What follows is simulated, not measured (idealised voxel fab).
process module | voxel gate over fins
cross-section cut | 220 nm wide | cells 5 nm
A cross-section is a grid of square cells, given in bands from the top down. A band is one or more rows of cells.
Each band's line starts with the height of the band's top and of its bottom, in nm. Then come its materials from left to right, each with its width in nm. One material with "throughout" fills the band from edge to edge. "air" is empty space.
Height 0 is the level under which the wafer as received is all one material. The lowest band goes on downwards, as in "0 down".
A width such as "30 to 40" changes by the same amount from each row of cells to the next, from the band's top row to its bottom row.
"no change" after a step means that no cell of the cross-section changed.
closed voids: empty space of 8 cells or more with no open way to the top, each as width x height at its distance from the left edge, in nm
after a step's settings: what the simulator itself notes on the step
overlay nm, on a step with a mask: how far to the right of its planned place the mask lay; to the left if negative
plan
1 op RECEIVE | material Si
2 op CONFORMAL_DEP | material SiN | thk nm 10
3 op DIRECTIONAL_DEP | material aC | thk nm 15
4 op PATTERN | tone cover | mask id FINS | material resist | width nm 15 | pitch nm 45 | thk nm 30 | overlay nm 0
5 op DIRECTIONAL_ETCH | etch materials aC | depth nm 15
6 op STRIP | etch materials resist
7 op DIRECTIONAL_ETCH | etch materials SiN | depth nm 10
8 op DIRECTIONAL_ETCH | etch materials Si | depth nm 30
9 op STRIP | etch materials aC
10 op FILL_DEP | material SiO2 | thk nm 5
11 op CMP | height nm 10
12 op SELECTIVE_ETCH | etch materials SiO2 | depth nm 20
13 op STRIP | etch materials SiN
14 op CONFORMAL_DEP | material HfO2 | thk nm 5
15 op CONFORMAL_DEP | material TiN | thk nm 5
16 op FILL_DEP | material W | thk nm 10
17 op CMP | height nm 15
18 op CONFORMAL_DEP | material SiCN | thk nm 10
as received, after step 1
  0 down: Si throughout
  closed voids: none
first wafer at the end, as planned
  25 to 15: SiCN throughout
  15 to 10: W throughout
  10 to 5: W 45 | TiN 35 | W 10 | TiN 35 | W 10 | TiN 35 | W 50
  5 to 0: W 45 | TiN 5 | HfO2 25 | TiN 5 | W 10 | TiN 5 | HfO2 25 | TiN 5 | W 10 | TiN 5 | HfO2 25 | TiN 5 | W 50
  0 to -5: TiN 50 | HfO2 5 | Si 15 | HfO2 5 | TiN 20 | HfO2 5 | Si 15 | HfO2 5 | TiN 20 | HfO2 5 | Si 15 | HfO2 5 | TiN 55
  -5 to -10: HfO2 55 | Si 15 | HfO2 30 | Si 15 | HfO2 30 | Si 15 | HfO2 60
  -10 to -30: SiO2 55 | Si 15 | SiO2 30 | Si 15 | SiO2 30 | Si 15 | SiO2 60
  -30 down: Si throughout
  closed voids: none
second wafer at the end: like start, like plan, one mistake
  25 to 15: SiCN throughout
  15 to 10: W throughout
  10 to 5: W 45 | TiN 35 | W 10 | TiN 35 | W 10 | TiN 35 | W 50
  5 to 0: W 45 | TiN 5 | HfO2 25 | TiN 5 | W 10 | TiN 5 | HfO2 25 | TiN 5 | W 10 | TiN 5 | HfO2 25 | TiN 5 | W 50
  0 to -5: TiN 50 | HfO2 5 | Si 15 | HfO2 5 | TiN 20 | HfO2 5 | Si 15 | HfO2 5 | TiN 20 | HfO2 5 | Si 15 | HfO2 5 | TiN 55
  -5 to -10: HfO2 55 | Si 15 | HfO2 30 | Si 15 | HfO2 30 | Si 15 | HfO2 60
  -10 to -60: SiO2 55 | Si 15 | SiO2 30 | Si 15 | SiO2 30 | Si 15 | SiO2 60
  -60 down: Si throughout
  closed voids: none
what went wrong: step 8 was run twice
at the end the second wafer has, in cells: 210 fewer of Si | 210 more of SiO2
